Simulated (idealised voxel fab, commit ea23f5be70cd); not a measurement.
Documented hereafter: the process module known as voxel ribs on slabs.
Each square cell in cross-section cut measures 5 nm, and the section as a whole is 205 nm wide.
Just so we're on the same page, the cross-sections are grids of square cells, and they're listed out in bands top to bottom, each band one or more rows deep. Top height, bottom height, nm. Materials left to right, width each, nm. Single material + "all across" = fills band edge to edge. "blank" = empty. Ref level 0: as-received wafer is one material below here. Bottom band extends down with no lower bound ("0 nm and below"). Width spec "30..40" -> top row of cells at first value, bottom row at second value, equal per-row change in between. Reading "no alteration" for a step: not a cell of the cross-section changed in it. What "Enclosed void inventory" gives you is every empty space of 8 cells or more that is cut off from the top. Each appears as width x height at distance, with the distance taken from the left edge and width, height and distance all in nm. Formally, on a step line, whatever follows the settings is a remark that the simulator itself makes on the step. A step's line can hold "overlay nm"; with a mask on that step, the setting says how far right of the planned place the mask lay, while a negative setting says it lay to the left.
## Process steps foreseen in the plan
1. RECEIVE [material Si]
2. DIRECTIONAL_DEP [material SiO2] [thk nm 30]
3. DIRECTIONAL_DEP [material polySi] [thk nm 15]
4. PATTERN [tone cover] [mask id RIB] [material resist] [width nm 30] [thk nm 20] [overlay nm 0]
5. DIRECTIONAL_ETCH [etch materials polySi] [depth nm 5]
6. STRIP [etch materials resist]
7. PATTERN [tone cover] [mask id SLAB] [material resist] [width nm 80] [thk nm 20] [overlay nm 0]
8. DIRECTIONAL_ETCH [etch materials polySi] [depth nm 10]
9. STRIP [etch materials resist]
10. FILL_DEP [material SiO2] [thk nm 20]
11. CMP [height nm 60]
12. DIRECTIONAL_DEP [material TiN] [thk nm 10]
13. DIRECTIONAL_DEP [material aC] [thk nm 15]
14. PATTERN [tone cover] [mask id HEATER] [material resist] [width nm 40] [thk nm 35] [overlay nm 0]
15. DIRECTIONAL_ETCH [etch materials aC] [depth nm 15]
16. STRIP [etch materials resist]
17. DIRECTIONAL_ETCH [etch materials TiN] [depth nm 10]
18. STRIP [etch materials aC]
19. CONFORMAL_DEP [material SiN] [thk nm 5]
## Of two wafers, the first: run according to plan
## Delivered wafer in cross-section: state after step 1
0 nm and below  Si all across
Enclosed void inventory: none
## Once step 2 is through, the wafer looks like this in cross-section
30 nm to 0 nm  SiO2 all across
At heights below 0, the structure remains unaltered.
## Once step 3 is through, the wafer looks like this in cross-section
45 nm to 30 nm  polySi all across
At heights below 30, the structure remains unaltered.
## Once step 4 is through, the wafer looks like this in cross-section
65 nm to 45 nm  blank (85); resist (30); blank (90)
At heights below 45, the structure remains unaltered.
## Once step 5 is through, the wafer looks like this in cross-section
65 nm to 45 nm  blank (85); resist (30); blank (90)
45 nm to 40 nm  blank (85); polySi (30); blank (90)
At heights below 40, the structure remains unaltered.
## Once step 6 is through, the wafer looks like this in cross-section
45 nm to 40 nm  blank (85); polySi (30); blank (90)
At heights below 40, the structure remains unaltered.
## Once step 7 is through, the wafer looks like this in cross-section
65 nm to 45 nm  blank (60); resist (80); blank (65)
45 nm to 40 nm  blank (60); resist (25); polySi (30); resist (25); blank (65)
At heights below 40, the structure remains unaltered.
## Once step 8 is through, the wafer looks like this in cross-section
65 nm to 45 nm  blank (60); resist (80); blank (65)
45 nm to 40 nm  blank (60); resist (25); polySi (30); resist (25); blank (65)
40 nm to 30 nm  blank (60); polySi (80); blank (65)
At heights below 30, the structure remains unaltered.
## Once step 9 is through, the wafer looks like this in cross-section
45 nm to 40 nm  blank (85); polySi (30); blank (90)
At heights below 40, the structure remains unaltered.
## Once step 10 is through, the wafer looks like this in cross-section
65 nm to 45 nm  SiO2 all across
45 nm to 40 nm  SiO2 (85); polySi (30); SiO2 (90)
40 nm to 30 nm  SiO2 (60); polySi (80); SiO2 (65)
At heights below 30, the structure remains unaltered.
## Once step 11 is through, the wafer looks like this in cross-section
60 nm to 45 nm  SiO2 all across
At heights below 45, the structure remains unaltered.
## Once step 12 is through, the wafer looks like this in cross-section
70 nm to 60 nm  TiN all across
At heights below 60, the structure remains unaltered.
## Once step 13 is through, the wafer looks like this in cross-section
85 nm to 70 nm  aC all across
At heights below 70, the structure remains unaltered.
## Once step 14 is through, the wafer looks like this in cross-section
120 nm to 85 nm  blank (80); resist (40); blank (85)
At heights below 85, the structure remains unaltered.
## Once step 15 is through, the wafer looks like this in cross-section
105 nm to 85 nm  blank (80); resist (40); blank (85)
85 nm to 70 nm  blank (80); aC (40); blank (85)
At heights below 70, the structure remains unaltered.
## Once step 16 is through, the wafer looks like this in cross-section
85 nm to 70 nm  blank (80); aC (40); blank (85)
At heights below 70, the structure remains unaltered.
## Once step 17 is through, the wafer looks like this in cross-section
85 nm to 70 nm  blank (80); aC (40); blank (85)
70 nm to 60 nm  blank (80); TiN (40); blank (85)
At heights below 60, the structure remains unaltered.
## Once step 18 is through, the wafer looks like this in cross-section
70 nm to 60 nm  blank (80); TiN (40); blank (85)
At heights below 60, the structure remains unaltered.
## Once step 19 is through, the wafer looks like this in cross-section
75 nm to 70 nm  blank (75); SiN (50); blank (80)
70 nm to 65 nm  blank (75); SiN (5); TiN (40); SiN (5); blank (80)
65 nm to 60 nm  SiN (80); TiN (40); SiN (85)
At heights below 60, the structure remains unaltered.
## What follows concerns the second wafer, which started out like the first and was meant to follow the very same plan; one mistake crept in when it was run, but everything up to and including step 9 is the same as for the first wafer
## Cross-section, second wafer, at the end time the plan gives for step 10
65 nm to 45 nm  SiN all across
45 nm to 40 nm  SiN (85); polySi (30); SiN (90)
40 nm to 30 nm  SiN (60); polySi (80); SiN (65)
At heights below 30, the structure remains unaltered.
## Cross-section, second wafer, at the end time the plan gives for step 11
60 nm to 45 nm  SiN all across
At heights below 45, the structure remains unaltered.
## Cross-section, second wafer, at the end time the plan gives for step 12
70 nm to 60 nm  TiN all across
At heights below 60, the structure remains unaltered.
## Cross-section, second wafer, at the end time the plan gives for step 13
85 nm to 70 nm  aC all across
At heights below 70, the structure remains unaltered.
## Cross-section, second wafer, at the end time the plan gives for step 14
120 nm to 85 nm  blank (80); resist (40); blank (85)
At heights below 85, the structure remains unaltered.
## Cross-section, second wafer, at the end time the plan gives for step 15
105 nm to 85 nm  blank (80); resist (40); blank (85)
85 nm to 70 nm  blank (80); aC (40); blank (85)
At heights below 70, the structure remains unaltered.
## Cross-section, second wafer, at the end time the plan gives for step 16
85 nm to 70 nm  blank (80); aC (40); blank (85)
At heights below 70, the structure remains unaltered.
## Cross-section, second wafer, at the end time the plan gives for step 17
85 nm to 70 nm  blank (80); aC (40); blank (85)
70 nm to 60 nm  blank (80); TiN (40); blank (85)
At heights below 60, the structure remains unaltered.
## Cross-section, second wafer, at the end time the plan gives for step 18
70 nm to 60 nm  blank (80); TiN (40); blank (85)
At heights below 60, the structure remains unaltered.
## Cross-section, second wafer, at the end time the plan gives for step 19
75 nm to 70 nm  blank (75); SiN (50); blank (80)
70 nm to 65 nm  blank (75); SiN (5); TiN (40); SiN (5); blank (80)
65 nm to 60 nm  SiN (80); TiN (40); SiN (85)
At heights below 60, the structure remains unaltered.
Against the plan, the run slipped here: step 10 was processed under conditions differing from the plan, specifically as FILL_DEP [material SiN] [thk nm 20]
Final cells, second wafer relative to first, materials higher or lower: +208 SiN; -208 SiO2
